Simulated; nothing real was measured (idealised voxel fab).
Documented hereafter: the process module known as voxel self aligned contacts.
The cross-section shown here is cut; it is 150 nm wide and divided into square cells measuring 5 nm on a side.
Cross-section = grid of square cells, listed top down in bands; band = one or more rows. Band: top height; bottom height; in nm. Then, left to right: material with width in nm, for each material. "edge to edge": a single material spanning edge to edge. "empty": empty space. Heights are measured from 0, the level below which the as-received wafer is all one material; the lowest band has no bottom and continues downward, written as in "from 0 down". The expression "30 to 40" gives the width at the extremes of the band, the first number at its top row of cells and the second at its bottom row, with the width changing by equal amounts from each row to the next in between. "nothing got changed" for a step: no cell of the cross-section changed in that step. You'll see "Cavities, sealed" listing empty spaces that have no way open to the top, as long as they're 8 cells or more; the notation is width x height at distance, where the distance is from the left edge, and all of it is in nm. The remark found on a step's line after its settings is issued by the simulator itself and pertains to that step. overlay nm: right-of-plan distance of the mask on a masked step; negative values mean left-of-plan.
-- Intended process steps
step 1: RECEIVE, material Si
step 2: OXIDIZE, depth nm 5
step 3: DIRECTIONAL_DEP, material polySi, thk nm 30
step 4: DIRECTIONAL_DEP, material SiN, thk nm 20
step 5: MASKED_ETCH, tone cover, mask id GATE, width nm 35, pitch nm 70, etch materials SiN, depth nm 20, overlay nm 0
step 6: MASKED_ETCH, tone cover, mask id GATE, width nm 35, pitch nm 70, etch materials polySi, depth nm 30, overlay nm 0
step 7: CONFORMAL_DEP, material SiN, thk nm 5
step 8: DIRECTIONAL_ETCH, etch materials SiN, depth nm 5
step 9: FILL_DEP, material SiO2, thk nm 15
step 10: CMP, height nm 60
step 11: PATTERN, tone open, mask id CONTACT, material resist, width nm 45, thk nm 20, overlay nm -15
step 12: DIRECTIONAL_ETCH, etch materials SiO2, depth nm 65
step 13: STRIP, etch materials resist
step 14: CONFORMAL_DEP, material TiN, thk nm 5
step 15: FILL_DEP, material Ru, thk nm 10
step 16: CMP, height nm 60
step 17: CONFORMAL_DEP, material SiN, thk nm 5
For this document, wafers share an identical start and vary in the step 11 overlay nm; the plan quotes the first wafer's value.
-- Cross-section, first of several wafers, as delivered after step 1
- from 0 down: Si edge to edge
- Cavities, sealed: none
-- Below, a row for every wafer. Read it as the end-of-module picture: for each material the wafer shows its cells gained (+) or lost (-) since it was received, and then its closed voids
overlay nm -15, +29 Ru, -30 Si, +126 SiN, +148 SiO2, +33 TiN, +84 polySi, Cavities, sealed: none
overlay nm -10, +40 Ru, -30 Si, +126 SiN, +137 SiO2, +33 TiN, +84 polySi, Cavities, sealed: none
overlay nm -5, +40 Ru, -30 Si, +126 SiN, +137 SiO2, +33 TiN, +84 polySi, Cavities, sealed: none
overlay nm 0, +40 Ru, -30 Si, +126 SiN, +137 SiO2, +33 TiN, +84 polySi, Cavities, sealed: none
overlay nm 5, +40 Ru, -30 Si, +126 SiN, +137 SiO2, +33 TiN, +84 polySi, Cavities, sealed: none
overlay nm 10, +40 Ru, -30 Si, +126 SiN, +137 SiO2, +33 TiN, +84 polySi, Cavities, sealed: none
overlay nm 15, +29 Ru, -30 Si, +126 SiN, +148 SiO2, +33 TiN, +84 polySi, Cavities, sealed: none
